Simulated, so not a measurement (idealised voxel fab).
Documented hereafter: the process module known as voxel capacitor over wiring.
We display cut, a cross-section 220 nm in width whose square cells are each 5 nm.
Format of a cross-section: grid, square cells. Given as bands. Order: top down. Band: one or more rows of cells.
A band entry consists of two parts. The first gives the height of the band's top and the height of its bottom, in nm. The rest lists the band's materials from left to right, each with its width in nm. A single material labelled with the word "full width" fills the band from edge to edge, and the word "empty" marks empty space.
Ref level 0: as-received wafer is one material below here. Bottom band extends down with no lower bound ("z 0 and below").
Note: "30 to 40" means the width goes from the first number (top row of the band) to the second number (bottom row) in equal steps per row of cells.
"no change occurred" after a step means that no cell of the cross-section changed.
"Cavities, sealed" - sealed voids, min. 8 cells, no opening to top; format: width x height at distance (distance from left edge; nm throughout).
Whatever follows a step's settings on its line is a remark the simulator itself makes about that step.
overlay nm: where the mask lay relative to plan, measured to the right, on steps with a mask; negatives go left.

Process steps - plan:
1. RECEIVE (material Si)
2. CONFORMAL_DEP (material SiO2; thk nm 10)
3. DIRECTIONAL_DEP (material TiN; thk nm 5)
4. DIRECTIONAL_DEP (material Ru; thk nm 15)
5. DIRECTIONAL_DEP (material aC; thk nm 15)
6. PATTERN (tone cover; mask id METAL_1; material resist; width nm 30; pitch nm 90; thk nm 35; overlay nm 0)
7. DIRECTIONAL_ETCH (etch materials aC; depth nm 15)
8. STRIP (etch materials resist)
9. DIRECTIONAL_ETCH (etch materials Ru; depth nm 15)
10. DIRECTIONAL_ETCH (etch materials TiN; depth nm 5)
11. STRIP (etch materials aC)
12. CONFORMAL_DEP (material SiN; thk nm 5)
13. FILL_DEP (material lowk; thk nm 5)
14. CMP (height nm 30)
15. CONFORMAL_DEP (material SiCN; thk nm 5)
16. DIRECTIONAL_DEP (material SiO2; thk nm 10)
17. PATTERN (tone open; mask id PLUG_1; material resist; width nm 15; thk nm 15; overlay nm 0)
18. DIRECTIONAL_ETCH (etch materials SiO2; depth nm 10)
19. DIRECTIONAL_ETCH (etch materials SiCN; depth nm 5)
20. STRIP (etch materials resist)
21. CONFORMAL_DEP (material TiN; thk nm 5)
22. FILL_DEP (material Cu; thk nm 5)
23. CMP (height nm 45)
24. DIRECTIONAL_DEP (material TiN; thk nm 10)
25. DIRECTIONAL_DEP (material SiN; thk nm 5)
26. DIRECTIONAL_DEP (material TiN; thk nm 5)
27. MASKED_ETCH (tone cover; mask id UPPER_PLATE; width nm 65; etch materials TiN; depth nm 5; overlay nm 0)
28. MASKED_ETCH (tone cover; mask id UPPER_PLATE; width nm 65; etch materials SiN; depth nm 5; overlay nm 0)
29. DIRECTIONAL_DEP (material aC; thk nm 15)
30. PATTERN (tone cover; mask id LOWER_PLATE; material resist; width nm 75; thk nm 35; overlay nm 0)
31. DIRECTIONAL_ETCH (etch materials aC; depth nm 15)
32. STRIP (etch materials resist)
33. DIRECTIONAL_ETCH (etch materials TiN; depth nm 10)
34. STRIP (etch materials aC)
35. FILL_DEP (material SiO2; thk nm 15)
36. CMP (height nm 75)
37. MASKED_ETCH (tone open; mask id PLUG_2; width nm 15; etch materials SiO2; depth nm 10; overlay nm 0)
38. CONFORMAL_DEP (material TiN; thk nm 5)
39. FILL_DEP (material Ru; thk nm 5)
40. CMP (height nm 75)
41. CONFORMAL_DEP (material SiCN; thk nm 5)

Run as planned: first of two wafers:

As received, after step 1:
	z 0 and below | Si full width
	Cavities, sealed: none

You're looking at a cross-section of the wafer after step 2:
	z 10 to 0 | SiO2 full width
	Lower than 0, everything is as it was.

You're looking at a cross-section of the wafer after step 3:
	z 15 to 10 | TiN full width
	Lower than 10, everything is as it was.

You're looking at a cross-section of the wafer after step 4:
	z 30 to 15 | Ru full width
	Lower than 15, everything is as it was.

You're looking at a cross-section of the wafer after step 5:
	z 45 to 30 | aC full width
	Lower than 30, everything is as it was.

You're looking at a cross-section of the wafer after step 6:
	z 80 to 45 | empty=50  resist=30  empty=60  resist=30  empty=50
	Lower than 45, everything is as it was.

You're looking at a cross-section of the wafer after step 7:
	z 65 to 45 | empty=50  resist=30  empty=60  resist=30  empty=50
	z 45 to 30 | empty=50  aC=30  empty=60  aC=30  empty=50
	Lower than 30, everything is as it was.

You're looking at a cross-section of the wafer after step 8:
	z 45 to 30 | empty=50  aC=30  empty=60  aC=30  empty=50
	Lower than 30, everything is as it was.

You're looking at a cross-section of the wafer after step 9:
	z 45 to 30 | empty=50  aC=30  empty=60  aC=30  empty=50
	z 30 to 15 | empty=50  Ru=30  empty=60  Ru=30  empty=50
	Lower than 15, everything is as it was.

You're looking at a cross-section of the wafer after step 10:
	z 45 to 30 | empty=50  aC=30  empty=60  aC=30  empty=50
	z 30 to 15 | empty=50  Ru=30  empty=60  Ru=30  empty=50
	z 15 to 10 | empty=50  TiN=30  empty=60  TiN=30  empty=50
	Lower than 10, everything is as it was.

You're looking at a cross-section of the wafer after step 11:
	z 30 to 15 | empty=50  Ru=30  empty=60  Ru=30  empty=50
	Lower than 15, everything is as it was.

You're looking at a cross-section of the wafer after step 12:
	z 35 to 30 | empty=45  SiN=40  empty=50  SiN=40  empty=45
	z 30 to 15 | empty=45  SiN=5  Ru=30  SiN=5  empty=50  SiN=5  Ru=30  SiN=5  empty=45
	z 15 to 10 | SiN=50  TiN=30  SiN=60  TiN=30  SiN=50
	Lower than 10, everything is as it was.

You're looking at a cross-section of the wafer after step 13:
	z 40 to 35 | lowk full width
	z 35 to 30 | lowk=45  SiN=40  lowk=50  SiN=40  lowk=45
	z 30 to 15 | lowk=45  SiN=5  Ru=30  SiN=5  lowk=50  SiN=5  Ru=30  SiN=5  lowk=45
	Lower than 15, everything is as it was.

You're looking at a cross-section of the wafer after step 14:
	z 30 to 15 | lowk=45  SiN=5  Ru=30  SiN=5  lowk=50  SiN=5  Ru=30  SiN=5  lowk=45
	Lower than 15, everything is as it was.

You're looking at a cross-section of the wafer after step 15:
	z 35 to 30 | SiCN full width
	Lower than 30, everything is as it was.

You're looking at a cross-section of the wafer after step 16:
	z 45 to 35 | SiO2 full width
	Lower than 35, everything is as it was.

You're looking at a cross-section of the wafer after step 17:
	z 60 to 45 | resist=65  empty=15  resist=140
	Lower than 45, everything is as it was.

You're looking at a cross-section of the wafer after step 18:
	z 60 to 45 | resist=65  empty=15  resist=140
	z 45 to 35 | SiO2=65  empty=15  SiO2=140
	Lower than 35, everything is as it was.

You're looking at a cross-section of the wafer after step 19:
	z 60 to 45 | resist=65  empty=15  resist=140
	z 45 to 35 | SiO2=65  empty=15  SiO2=140
	z 35 to 30 | SiCN=65  empty=15  SiCN=140
	Lower than 30, everything is as it was.

You're looking at a cross-section of the wafer after step 20:
	z 45 to 35 | SiO2=65  empty=15  SiO2=140
	Lower than 35, everything is as it was.

You're looking at a cross-section of the wafer after step 21:
	z 50 to 45 | TiN=70  empty=5  TiN=145
	z 45 to 35 | SiO2=65  TiN=5  empty=5  TiN=5  SiO2=140
	z 35 to 30 | SiCN=65  TiN=15  SiCN=140
	Lower than 30, everything is as it was.

You're looking at a cross-section of the wafer after step 22:
	z 55 to 50 | Cu full width
	z 50 to 45 | TiN=70  Cu=5  TiN=145
	z 45 to 35 | SiO2=65  TiN=5  Cu=5  TiN=5  SiO2=140
	Lower than 35, everything is as it was.

You're looking at a cross-section of the wafer after step 23:
	z 45 to 35 | SiO2=65  TiN=5  Cu=5  TiN=5  SiO2=140
	Lower than 35, everything is as it was.

You're looking at a cross-section of the wafer after step 24:
	z 55 to 45 | TiN full width
	Lower than 45, everything is as it was.

You're looking at a cross-section of the wafer after step 25:
	z 60 to 55 | SiN full width
	Lower than 55, everything is as it was.

You're looking at a cross-section of the wafer after step 26:
	z 65 to 60 | TiN full width
	Lower than 60, everything is as it was.

You're looking at a cross-section of the wafer after step 27:
	z 65 to 60 | empty=65  TiN=65  empty=90
	Lower than 60, everything is as it was.

You're looking at a cross-section of the wafer after step 28:
	z 65 to 60 | empty=65  TiN=65  empty=90
	z 60 to 55 | empty=65  SiN=65  empty=90
	Lower than 55, everything is as it was.

You're looking at a cross-section of the wafer after step 29:
	z 80 to 70 | empty=65  aC=65  empty=90
	z 70 to 65 | aC full width
	z 65 to 60 | aC=65  TiN=65  aC=90
	z 60 to 55 | aC=65  SiN=65  aC=90
	Lower than 55, everything is as it was.

You're looking at a cross-section of the wafer after step 30:
	z 115 to 80 | empty=60  resist=75  empty=85
	z 80 to 70 | empty=60  resist=5  aC=65  resist=5  empty=85
	Lower than 70, everything is as it was.

You're looking at a cross-section of the wafer after step 31:
	z 100 to 80 | empty=60  resist=75  empty=85
	z 80 to 70 | empty=60  resist=5  aC=65  resist=5  empty=85
	z 70 to 65 | empty=60  aC=75  empty=85
	z 65 to 60 | empty=60  aC=5  TiN=65  aC=5  empty=85
	z 60 to 55 | empty=60  aC=5  SiN=65  aC=5  empty=85
	Lower than 55, everything is as it was.

You're looking at a cross-section of the wafer after step 32:
	z 80 to 70 | empty=65  aC=65  empty=90
	Lower than 70, everything is as it was.

You're looking at a cross-section of the wafer after step 33:
	z 80 to 70 | empty=65  aC=65  empty=90
	z 70 to 65 | empty=60  aC=75  empty=85
	z 65 to 60 | empty=60  aC=5  TiN=65  aC=5  empty=85
	z 60 to 55 | empty=60  aC=5  SiN=65  aC=5  empty=85
	z 55 to 45 | empty=60  TiN=75  empty=85
	Lower than 45, everything is as it was.

You're looking at a cross-section of the wafer after step 34:
	z 65 to 60 | empty=65  TiN=65  empty=90
	z 60 to 55 | empty=65  SiN=65  empty=90
	Lower than 55, everything is as it was.

You're looking at a cross-section of the wafer after step 35:
	z 80 to 65 | SiO2 full width
	z 65 to 60 | SiO2=65  TiN=65  SiO2=90
	z 60 to 55 | SiO2=65  SiN=65  SiO2=90
	z 55 to 45 | SiO2=60  TiN=75  SiO2=85
	Lower than 45, everything is as it was.

You're looking at a cross-section of the wafer after step 36:
	z 75 to 65 | SiO2 full width
	Lower than 65, everything is as it was.

You're looking at a cross-section of the wafer after step 37:
	z 75 to 65 | SiO2=75  empty=15  SiO2=130
	Lower than 65, everything is as it was.

You're looking at a cross-section of the wafer after step 38:
	z 80 to 75 | TiN=80  empty=5  TiN=135
	z 75 to 70 | SiO2=75  TiN=5  empty=5  TiN=5  SiO2=130
	z 70 to 60 | SiO2=75 to 65  TiN=15 to 65  SiO2=130 to 90
	Lower than 60, everything is as it was.

You're looking at a cross-section of the wafer after step 39:
	z 85 to 80 | Ru full width
	z 80 to 75 | TiN=80  Ru=5  TiN=135
	z 75 to 70 | SiO2=75  TiN=5  Ru=5  TiN=5  SiO2=130
	Lower than 70, everything is as it was.

You're looking at a cross-section of the wafer after step 40:
	z 75 to 70 | SiO2=75  TiN=5  Ru=5  TiN=5  SiO2=130
	Lower than 70, everything is as it was.

You're looking at a cross-section of the wafer after step 41:
	z 80 to 75 | SiCN full width
	Lower than 75, everything is as it was.

The second wafer began exactly as the first did and followed the same plan, but one mistake was made while running it; through step 2 inclusive, the two wafers are identical:

Look at the second wafer in cross-section at the time step 3 ought to have finished:
	z 25 to 10 | TiN full width
	Lower than 10, everything is as it was.

Look at the second wafer in cross-section at the time step 4 ought to have finished:
	z 40 to 25 | Ru full width
	Lower than 25, everything is as it was.

Look at the second wafer in cross-section at the time step 5 ought to have finished:
	z 55 to 40 | aC full width
	Lower than 40, everything is as it was.

Look at the second wafer in cross-section at the time step 6 ought to have finished:
	z 90 to 55 | empty=50  resist=30  empty=60  resist=30  empty=50
	Lower than 55, everything is as it was.

Look at the second wafer in cross-section at the time step 7 ought to have finished:
	z 75 to 55 | empty=50  resist=30  empty=60  resist=30  empty=50
	z 55 to 40 | empty=50  aC=30  empty=60  aC=30  empty=50
	Lower than 40, everything is as it was.

Look at the second wafer in cross-section at the time step 8 ought to have finished:
	z 55 to 40 | empty=50  aC=30  empty=60  aC=30  empty=50
	Lower than 40, everything is as it was.

Look at the second wafer in cross-section at the time step 9 ought to have finished:
	z 55 to 40 | empty=50  aC=30  empty=60  aC=30  empty=50
	z 40 to 25 | empty=50  Ru=30  empty=60  Ru=30  empty=50
	Lower than 25, everything is as it was.

Look at the second wafer in cross-section at the time step 10 ought to have finished:
	z 55 to 40 | empty=50  aC=30  empty=60  aC=30  empty=50
	z 40 to 25 | empty=50  Ru=30  empty=60  Ru=30  empty=50
	z 25 to 20 | empty=50  TiN=30  empty=60  TiN=30  empty=50
	Lower than 20, everything is as it was.

Look at the second wafer in cross-section at the time step 11 ought to have finished:
	z 40 to 25 | empty=50  Ru=30  empty=60  Ru=30  empty=50
	Lower than 25, everything is as it was.

Look at the second wafer in cross-section at the time step 12 ought to have finished:
	z 45 to 40 | empty=45  SiN=40  empty=50  SiN=40  empty=45
	z 40 to 25 | empty=45  SiN=5  Ru=30  SiN=5  empty=50  SiN=5  Ru=30  SiN=5  empty=45
	z 25 to 20 | SiN=50  TiN=30  SiN=60  TiN=30  SiN=50
	Lower than 20, everything is as it was.

Look at the second wafer in cross-section at the time step 13 ought to have finished:
	z 50 to 45 | lowk full width
	z 45 to 40 | lowk=45  SiN=40  lowk=50  SiN=40  lowk=45
	z 40 to 25 | lowk=45  SiN=5  Ru=30  SiN=5  lowk=50  SiN=5  Ru=30  SiN=5  lowk=45
	Lower than 25, everything is as it was.

Look at the second wafer in cross-section at the time step 14 ought to have finished:
	z 30 to 25 | lowk=45  SiN=5  Ru=30  SiN=5  lowk=50  SiN=5  Ru=30  SiN=5  lowk=45
	Lower than 25, everything is as it was.

Look at the second wafer in cross-section at the time step 15 ought to have finished:
	z 35 to 30 | SiCN full width
	Lower than 30, everything is as it was.

Look at the second wafer in cross-section at the time step 16 ought to have finished:
	z 45 to 35 | SiO2 full width
	Lower than 35, everything is as it was.

Look at the second wafer in cross-section at the time step 17 ought to have finished:
	z 60 to 45 | resist=65  empty=15  resist=140
	Lower than 45, everything is as it was.

Look at the second wafer in cross-section at the time step 18 ought to have finished:
	z 60 to 45 | resist=65  empty=15  resist=140
	z 45 to 35 | SiO2=65  empty=15  SiO2=140
	Lower than 35, everything is as it was.

Look at the second wafer in cross-section at the time step 19 ought to have finished:
	z 60 to 45 | resist=65  empty=15  resist=140
	z 45 to 35 | SiO2=65  empty=15  SiO2=140
	z 35 to 30 | SiCN=65  empty=15  SiCN=140
	Lower than 30, everything is as it was.

Look at the second wafer in cross-section at the time step 20 ought to have finished:
	z 45 to 35 | SiO2=65  empty=15  SiO2=140
	Lower than 35, everything is as it was.

Look at the second wafer in cross-section at the time step 21 ought to have finished:
	z 50 to 45 | TiN=70  empty=5  TiN=145
	z 45 to 35 | SiO2=65  TiN=5  empty=5  TiN=5  SiO2=140
	z 35 to 30 | SiCN=65  TiN=15  SiCN=140
	Lower than 30, everything is as it was.

Look at the second wafer in cross-section at the time step 22 ought to have finished:
	z 55 to 50 | Cu full width
	z 50 to 45 | TiN=70  Cu=5  TiN=145
	z 45 to 35 | SiO2=65  TiN=5  Cu=5  TiN=5  SiO2=140
	Lower than 35, everything is as it was.

Look at the second wafer in cross-section at the time step 23 ought to have finished:
	z 45 to 35 | SiO2=65  TiN=5  Cu=5  TiN=5  SiO2=140
	Lower than 35, everything is as it was.

Look at the second wafer in cross-section at the time step 24 ought to have finished:
	z 55 to 45 | TiN full width
	Lower than 45, everything is as it was.

Look at the second wafer in cross-section at the time step 25 ought to have finished:
	z 60 to 55 | SiN full width
	Lower than 55, everything is as it was.

Look at the second wafer in cross-section at the time step 26 ought to have finished:
	z 65 to 60 | TiN full width
	Lower than 60, everything is as it was.

Look at the second wafer in cross-section at the time step 27 ought to have finished:
	z 65 to 60 | empty=65  TiN=65  empty=90
	Lower than 60, everything is as it was.

Look at the second wafer in cross-section at the time step 28 ought to have finished:
	z 65 to 60 | empty=65  TiN=65  empty=90
	z 60 to 55 | empty=65  SiN=65  empty=90
	Lower than 55, everything is as it was.

Look at the second wafer in cross-section at the time step 29 ought to have finished:
	z 80 to 70 | empty=65  aC=65  empty=90
	z 70 to 65 | aC full width
	z 65 to 60 | aC=65  TiN=65  aC=90
	z 60 to 55 | aC=65  SiN=65  aC=90
	Lower than 55, everything is as it was.

Look at the second wafer in cross-section at the time step 30 ought to have finished:
	z 115 to 80 | empty=60  resist=75  empty=85
	z 80 to 70 | empty=60  resist=5  aC=65  resist=5  empty=85
	Lower than 70, everything is as it was.

Look at the second wafer in cross-section at the time step 31 ought to have finished:
	z 100 to 80 | empty=60  resist=75  empty=85
	z 80 to 70 | empty=60  resist=5  aC=65  resist=5  empty=85
	z 70 to 65 | empty=60  aC=75  empty=85
	z 65 to 60 | empty=60  aC=5  TiN=65  aC=5  empty=85
	z 60 to 55 | empty=60  aC=5  SiN=65  aC=5  empty=85
	Lower than 55, everything is as it was.

Look at the second wafer in cross-section at the time step 32 ought to have finished:
	z 80 to 70 | empty=65  aC=65  empty=90
	Lower than 70, everything is as it was.

Look at the second wafer in cross-section at the time step 33 ought to have finished:
	z 80 to 70 | empty=65  aC=65  empty=90
	z 70 to 65 | empty=60  aC=75  empty=85
	z 65 to 60 | empty=60  aC=5  TiN=65  aC=5  empty=85
	z 60 to 55 | empty=60  aC=5  SiN=65  aC=5  empty=85
	z 55 to 45 | empty=60  TiN=75  empty=85
	Lower than 45, everything is as it was.

Look at the second wafer in cross-section at the time step 34 ought to have finished:
	z 65 to 60 | empty=65  TiN=65  empty=90
	z 60 to 55 | empty=65  SiN=65  empty=90
	Lower than 55, everything is as it was.

Look at the second wafer in cross-section at the time step 35 ought to have finished:
	z 80 to 65 | SiO2 full width
	z 65 to 60 | SiO2=65  TiN=65  SiO2=90
	z 60 to 55 | SiO2=65  SiN=65  SiO2=90
	z 55 to 45 | SiO2=60  TiN=75  SiO2=85
	Lower than 45, everything is as it was.

Look at the second wafer in cross-section at the time step 36 ought to have finished:
	z 75 to 65 | SiO2 full width
	Lower than 65, everything is as it was.

Look at the second wafer in cross-section at the time step 37 ought to have finished:
	z 75 to 65 | SiO2=75  empty=15  SiO2=130
	Lower than 65, everything is as it was.

Look at the second wafer in cross-section at the time step 38 ought to have finished:
	z 80 to 75 | TiN=80  empty=5  TiN=135
	z 75 to 70 | SiO2=75  TiN=5  empty=5  TiN=5  SiO2=130
	z 70 to 60 | SiO2=75 to 65  TiN=15 to 65  SiO2=130 to 90
	Lower than 60, everything is as it was.

Look at the second wafer in cross-section at the time step 39 ought to have finished:
	z 85 to 80 | Ru full width
	z 80 to 75 | TiN=80  Ru=5  TiN=135
	z 75 to 70 | SiO2=75  TiN=5  Ru=5  TiN=5  SiO2=130
	Lower than 70, everything is as it was.

Look at the second wafer in cross-section at the time step 40 ought to have finished:
	z 75 to 70 | SiO2=75  TiN=5  Ru=5  TiN=5  SiO2=130
	Lower than 70, everything is as it was.

Look at the second wafer in cross-section at the time step 41 ought to have finished:
	z 80 to 75 | SiCN full width
	Lower than 75, everything is as it was.
Heads up, the wafer didn't run the way we planned it: step 3 deviated from plan and actually ran as DIRECTIONAL_DEP (material TiN; thk nm 15)
Final wafer comparison in cells, second versus first, more or fewer per material: Ru -24; SiN -8; TiN +88; lowk -56
